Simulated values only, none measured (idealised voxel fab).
The following is a process module called voxel ribs on slabs.
Each square cell in cross-section cut measures 5 nm, and the section as a whole is 280 nm wide.
Throughout this document, each cross-section is represented as a grid of square cells and is presented as a sequence of bands enumerated from the top downward, where a band comprises one or more rows of cells. Top, bottom (nm), then materials left to right with widths (nm); lone material tagged "full width" fills the whole band edge to edge; "air" = empty space. Heights from 0 (as-received wafer is one material below). Bottom band endless downward, as "from 0 down". The expression "30->40" gives the width at the extremes of the band, the first number at its top row of cells and the second at its bottom row, with the width changing by equal amounts from each row to the next in between. A step reported as "all unchanged" is a step in which no cell of the cross-section changed. Entry "Trapped voids" = empty spaces >= 8 cells with no open way to the top; each as width x height at distance, distance from left edge, all nm. Formally, on a step line, whatever follows the settings is a remark that the simulator itself makes on the step. Regarding "overlay nm": on a step with a mask, it is the distance the mask lay to the right of its planned place; a negative value places it to the left.

Set out below are the planned steps of the process:
1 op RECEIVE | material Si
2 op DIRECTIONAL_DEP | material SiO2 | thk nm 25
3 op DIRECTIONAL_DEP | material polySi | thk nm 15
4 op DIRECTIONAL_DEP | material aC | thk nm 10
5 op PATTERN | tone cover | mask id RIB | material resist | width nm 15 | thk nm 30 | overlay nm 0
6 op DIRECTIONAL_ETCH | etch materials aC | depth nm 10
7 op STRIP | etch materials resist
8 op DIRECTIONAL_ETCH | etch materials polySi | depth nm 10
9 op STRIP | etch materials aC
10 op DIRECTIONAL_DEP | material aC | thk nm 15
11 op PATTERN | tone cover | mask id SLAB | material resist | width nm 55 | thk nm 35 | overlay nm 0
12 op DIRECTIONAL_ETCH | etch materials aC | depth nm 15
13 op STRIP | etch materials resist
14 op DIRECTIONAL_ETCH | etch materials polySi | depth nm 5
15 op STRIP | etch materials aC
16 op FILL_DEP | material SiO2 | thk nm 20
17 op CMP | height nm 50
18 op DIRECTIONAL_DEP | material TiN | thk nm 5
19 op DIRECTIONAL_DEP | material aC | thk nm 15
20 op PATTERN | tone cover | mask id HEATER | material resist | width nm 25 | thk nm 35 | overlay nm 0
21 op DIRECTIONAL_ETCH | etch materials aC | depth nm 15
22 op STRIP | etch materials resist
23 op DIRECTIONAL_ETCH | etch materials TiN | depth nm 5
24 op STRIP | etch materials aC
25 op CONFORMAL_DEP | material SiO2 | thk nm 10

First of two wafers: run as planned:

Cross-section of the wafer at receipt, which is the condition after step 1:
  from 0 down  Si full width
  Trapped voids: none

Cross-section of the wafer after step 2:
  from 25 to 0  SiO2 full width
  below 0: unchanged

Cross-section of the wafer after step 3:
  from 40 to 25  polySi full width
  below 25: unchanged

Cross-section of the wafer after step 4:
  from 50 to 40  aC full width
  below 40: unchanged

Cross-section of the wafer after step 5:
  from 80 to 50  air 130  resist 15  air 135
  below 50: unchanged

Cross-section of the wafer after step 6:
  from 70 to 50  air 130  resist 15  air 135
  from 50 to 40  air 130  aC 15  air 135
  below 40: unchanged

Cross-section of the wafer after step 7:
  from 50 to 40  air 130  aC 15  air 135
  below 40: unchanged

Cross-section of the wafer after step 8:
  from 50 to 40  air 130  aC 15  air 135
  from 40 to 30  air 130  polySi 15  air 135
  below 30: unchanged

Cross-section of the wafer after step 9:
  from 40 to 30  air 130  polySi 15  air 135
  below 30: unchanged

Cross-section of the wafer after step 10:
  from 55 to 45  air 130  aC 15  air 135
  from 45 to 40  aC full width
  from 40 to 30  aC 130  polySi 15  aC 135
  below 30: unchanged

Cross-section of the wafer after step 11:
  from 90 to 55  air 110  resist 55  air 115
  from 55 to 45  air 110  resist 20  aC 15  resist 20  air 115
  below 45: unchanged

Cross-section of the wafer after step 12:
  from 75 to 55  air 110  resist 55  air 115
  from 55 to 45  air 110  resist 20  aC 15  resist 20  air 115
  from 45 to 40  air 110  aC 55  air 115
  from 40 to 30  air 110  aC 20  polySi 15  aC 20  air 115
  below 30: unchanged

Cross-section of the wafer after step 13:
  from 55 to 45  air 130  aC 15  air 135
  below 45: unchanged

Cross-section of the wafer after step 14:
  from 55 to 45  air 130  aC 15  air 135
  from 45 to 40  air 110  aC 55  air 115
  from 40 to 30  air 110  aC 20  polySi 15  aC 20  air 115
  from 30 to 25  air 110  polySi 55  air 115
  below 25: unchanged

Cross-section of the wafer after step 15:
  from 40 to 30  air 130  polySi 15  air 135
  below 30: unchanged

Cross-section of the wafer after step 16:
  from 60 to 40  SiO2 full width
  from 40 to 30  SiO2 130  polySi 15  SiO2 135
  from 30 to 25  SiO2 110  polySi 55  SiO2 115
  below 25: unchanged

Cross-section of the wafer after step 17:
  from 50 to 40  SiO2 full width
  below 40: unchanged

Cross-section of the wafer after step 18:
  from 55 to 50  TiN full width
  below 50: unchanged

Cross-section of the wafer after step 19:
  from 70 to 55  aC full width
  below 55: unchanged

Cross-section of the wafer after step 20:
  from 105 to 70  air 125  resist 25  air 130
  below 70: unchanged

Cross-section of the wafer after step 21:
  from 90 to 70  air 125  resist 25  air 130
  from 70 to 55  air 125  aC 25  air 130
  below 55: unchanged

Cross-section of the wafer after step 22:
  from 70 to 55  air 125  aC 25  air 130
  below 55: unchanged

Cross-section of the wafer after step 23:
  from 70 to 55  air 125  aC 25  air 130
  from 55 to 50  air 125  TiN 25  air 130
  below 50: unchanged

Cross-section of the wafer after step 24:
  from 55 to 50  air 125  TiN 25  air 130
  below 50: unchanged

Cross-section of the wafer after step 25:
  from 65 to 60  air 115  SiO2 45  air 120
  from 60 to 55  SiO2 full width
  from 55 to 50  SiO2 125  TiN 25  SiO2 130
  below 50: unchanged

Second wafer. Start and plan as for the first. One mistake made in running. Agrees with the first up to and including step 1:

Cross-sectional view of the second wafer at the intended end time of process step 2:
  from 15 to 0  polySi full width
  below 0: unchanged

Cross-sectional view of the second wafer at the intended end time of process step 3:
  from 40 to 15  SiO2 full width
  below 15: unchanged

Cross-sectional view of the second wafer at the intended end time of process step 4:
  from 50 to 40  aC full width
  below 40: unchanged

Cross-sectional view of the second wafer at the intended end time of process step 5:
  from 80 to 50  air 130  resist 15  air 135
  below 50: unchanged

Cross-sectional view of the second wafer at the intended end time of process step 6:
  from 70 to 50  air 130  resist 15  air 135
  from 50 to 40  air 130  aC 15  air 135
  below 40: unchanged

Cross-sectional view of the second wafer at the intended end time of process step 7:
  from 50 to 40  air 130  aC 15  air 135
  below 40: unchanged

Cross-sectional view of the second wafer at the intended end time of process step 8: all unchanged

Cross-sectional view of the second wafer at the intended end time of process step 9:
  from 40 to 15  SiO2 full width
  below 15: unchanged

Cross-sectional view of the second wafer at the intended end time of process step 10:
  from 55 to 40  aC full width
  below 40: unchanged

Cross-sectional view of the second wafer at the intended end time of process step 11:
  from 90 to 55  air 110  resist 55  air 115
  below 55: unchanged

Cross-sectional view of the second wafer at the intended end time of process step 12:
  from 75 to 55  air 110  resist 55  air 115
  from 55 to 40  air 110  aC 55  air 115
  below 40: unchanged

Cross-sectional view of the second wafer at the intended end time of process step 13:
  from 55 to 40  air 110  aC 55  air 115
  below 40: unchanged

Cross-sectional view of the second wafer at the intended end time of process step 14: all unchanged

Cross-sectional view of the second wafer at the intended end time of process step 15:
  from 40 to 15  SiO2 full width
  below 15: unchanged

Cross-sectional view of the second wafer at the intended end time of process step 16:
  from 60 to 15  SiO2 full width
  below 15: unchanged

Cross-sectional view of the second wafer at the intended end time of process step 17:
  from 50 to 15  SiO2 full width
  below 15: unchanged

Cross-sectional view of the second wafer at the intended end time of process step 18:
  from 55 to 50  TiN full width
  below 50: unchanged

Cross-sectional view of the second wafer at the intended end time of process step 19:
  from 70 to 55  aC full width
  below 55: unchanged

Cross-sectional view of the second wafer at the intended end time of process step 20:
  from 105 to 70  air 125  resist 25  air 130
  below 70: unchanged

Cross-sectional view of the second wafer at the intended end time of process step 21:
  from 90 to 70  air 125  resist 25  air 130
  from 70 to 55  air 125  aC 25  air 130
  below 55: unchanged

Cross-sectional view of the second wafer at the intended end time of process step 22:
  from 70 to 55  air 125  aC 25  air 130
  below 55: unchanged

Cross-sectional view of the second wafer at the intended end time of process step 23:
  from 70 to 55  air 125  aC 25  air 130
  from 55 to 50  air 125  TiN 25  air 130
  below 50: unchanged

Cross-sectional view of the second wafer at the intended end time of process step 24:
  from 55 to 50  air 125  TiN 25  air 130
  below 50: unchanged

Cross-sectional view of the second wafer at the intended end time of process step 25:
  from 65 to 60  air 115  SiO2 45  air 120
  from 60 to 55  SiO2 full width
  from 55 to 50  SiO2 125  TiN 25  SiO2 130
  below 50: unchanged
The plan and the run diverged here: steps 2 and 3 were swapped
Count the cells at the end and the second wafer has more or fewer of some materials than the first: -151 SiO2 | +151 polySi
